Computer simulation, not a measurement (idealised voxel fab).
Process module in this document: voxel released beams
In the cross-section labelled cut, the width is 225 nm and each square cell is 5 nm.
If you're reading a cross-section in this doc, picture square cells in a grid; it comes to you as bands, top ones listed first down to the bottom, and a band can be one or more rows of cells. Basically the band line says how high the top is and how high the bottom is, in nm, and then what's in it from left to right, every material with its width in nm. Empty space shows up as "blank", and if a single material carries "all across" it runs the full band edge to edge. Heights are expressed relative to 0, this being the level below which the as-received wafer comprises one material exclusively. The lowest band is unbounded in the downward direction and is denoted as in "0 -> down". The expression "30->40" gives the width at the extremes of the band, the first number at its top row of cells and the second at its bottom row, with the width changing by equal amounts from each row to the next in between. "changes: none", as given for a step, is the statement that not any cell of the cross-section underwent a change during that step. Sealed internal cavities: empty space of 8 cells or more with no open way to the top, each as width x height at its distance from the left edge, in nm. The remark found on a step's line after its settings is issued by the simulator itself and pertains to that step. Each step line may optionally specify "overlay nm", which for a step with a mask gives the rightward distance between the mask's planned place and where it lay, a negative value indicating the leftward direction.
# These are the steps we planned for the process
1: RECEIVE [material Si]
2: CONFORMAL_DEP [material Al2O3] [thk nm 5]
3: DIRECTIONAL_DEP [material SiO2] [thk nm 15]
4: DIRECTIONAL_DEP [material aC] [thk nm 10]
5: PATTERN [tone open] [mask id ANCHOR] [material resist] [width nm 30] [thk nm 25] [overlay nm 0]
6: DIRECTIONAL_ETCH [etch materials aC] [depth nm 10]
7: STRIP [etch materials resist]
8: DIRECTIONAL_ETCH [etch materials SiO2] [depth nm 15]
9: STRIP [etch materials aC]
10: CONFORMAL_DEP [material W] [thk nm 10]
11: DIRECTIONAL_DEP [material aC] [thk nm 15]
12: PATTERN [tone cover] [mask id BEAM] [material resist] [width nm 95] [thk nm 30] [overlay nm 0]
13: DIRECTIONAL_ETCH [etch materials aC] [depth nm 15]
14: STRIP [etch materials resist]
15: DIRECTIONAL_ETCH [etch materials W] [depth nm 10]
16: STRIP [etch materials aC]
17: STRIP [etch materials SiO2]
# Wafer, first of two, run as planned
# Cross-section of the wafer at receipt, which is the condition after step 1
- 0 -> down = Si all across
- Sealed internal cavities: none
# Wafer xsec, post step 2
- 5 -> 0 = Al2O3 all across
- Heights below 0 show no change.
# Wafer xsec, post step 3
- 20 -> 5 = SiO2 all across
- Heights below 5 show no change.
# Wafer xsec, post step 4
- 30 -> 20 = aC all across
- Heights below 20 show no change.
# Wafer xsec, post step 5
- 55 -> 30 = resist 65 | blank 30 | resist 130
- Heights below 30 show no change.
# Wafer xsec, post step 6
- 45 -> 30 = resist 65 | blank 30 | resist 130
- 30 -> 20 = aC 65 | blank 30 | aC 130
- Heights below 20 show no change.
# Wafer xsec, post step 7
- 30 -> 20 = aC 65 | blank 30 | aC 130
- Heights below 20 show no change.
# Wafer xsec, post step 8
- 30 -> 20 = aC 65 | blank 30 | aC 130
- 20 -> 5 = SiO2 65 | blank 30 | SiO2 130
- Heights below 5 show no change.
# Wafer xsec, post step 9
- 20 -> 5 = SiO2 65 | blank 30 | SiO2 130
- Heights below 5 show no change.
# Wafer xsec, post step 10
- 30 -> 20 = W 75 | blank 10 | W 140
- 20 -> 15 = SiO2 65 | W 10 | blank 10 | W 10 | SiO2 130
- 15 -> 5 = SiO2 65 | W 30 | SiO2 130
- Heights below 5 show no change.
# Wafer xsec, post step 11
- 45 -> 30 = aC 75 | blank 10 | aC 140
- 30 -> 20 = W 75 | aC 10 | W 140
- 20 -> 15 = SiO2 65 | W 10 | aC 10 | W 10 | SiO2 130
- Heights below 15 show no change.
# Wafer xsec, post step 12
- 75 -> 45 = blank 60 | resist 95 | blank 70
- 45 -> 30 = aC 75 | resist 10 | aC 140
- Heights below 30 show no change.
# Wafer xsec, post step 13
- 60 -> 45 = blank 60 | resist 95 | blank 70
- 45 -> 30 = blank 60 | aC 15 | resist 10 | aC 70 | blank 70
- Heights below 30 show no change.
# Wafer xsec, post step 14
- 45 -> 30 = blank 60 | aC 15 | blank 10 | aC 70 | blank 70
- Heights below 30 show no change.
# Wafer xsec, post step 15
- 45 -> 30 = blank 60 | aC 15 | blank 10 | aC 70 | blank 70
- 30 -> 20 = blank 60 | W 15 | aC 10 | W 70 | blank 70
- Heights below 20 show no change.
# Wafer xsec, post step 16
- 30 -> 20 = blank 60 | W 15 | blank 10 | W 70 | blank 70
- 20 -> 15 = SiO2 65 | W 10 | blank 10 | W 10 | SiO2 130
- Heights below 15 show no change.
# Wafer xsec, post step 17
- 30 -> 20 = blank 60 | W 15 | blank 10 | W 70 | blank 70
- 20 -> 15 = blank 65 | W 10 | blank 10 | W 10 | blank 130
- 15 -> 5 = blank 65 | W 30 | blank 130
- Heights below 5 show no change.
# Okay, second wafer. Nothing different at the start, nothing different in the plan, just one mistake somewhere in the running. As far as step 11, counting that step, it's the first wafer all over again
# Cross-sectional view of the second wafer at the intended end time of process step 12
- 75 -> 45 = blank 70 | resist 95 | blank 60
- 45 -> 30 = aC 75 | resist 10 | aC 140
- Heights below 30 show no change.
# Cross-sectional view of the second wafer at the intended end time of process step 13
- 60 -> 45 = blank 70 | resist 95 | blank 60
- 45 -> 30 = blank 70 | aC 5 | resist 10 | aC 80 | blank 60
- Heights below 30 show no change.
# Cross-sectional view of the second wafer at the intended end time of process step 14
- 45 -> 30 = blank 70 | aC 5 | blank 10 | aC 80 | blank 60
- Heights below 30 show no change.
# Cross-sectional view of the second wafer at the intended end time of process step 15
- 45 -> 30 = blank 70 | aC 5 | blank 10 | aC 80 | blank 60
- 30 -> 20 = blank 70 | W 5 | aC 10 | W 80 | blank 60
- Heights below 20 show no change.
# Cross-sectional view of the second wafer at the intended end time of process step 16
- 30 -> 20 = blank 70 | W 5 | blank 10 | W 80 | blank 60
- 20 -> 15 = SiO2 65 | W 10 | blank 10 | W 10 | SiO2 130
- Heights below 15 show no change.
# Cross-sectional view of the second wafer at the intended end time of process step 17
- 30 -> 20 = blank 70 | W 5 | blank 10 | W 80 | blank 60
- 20 -> 15 = blank 65 | W 10 | blank 10 | W 10 | blank 130
- 15 -> 5 = blank 65 | W 30 | blank 130
- Heights below 5 show no change.
Deviation from plan: planned and actual differ for step 12; actual: PATTERN [tone cover] [mask id BEAM] [material resist] [width nm 95] [thk nm 30] [overlay nm 10]
Matching per-material cell counts, mismatched positions: that is how the second wafer compares with the first at the end.
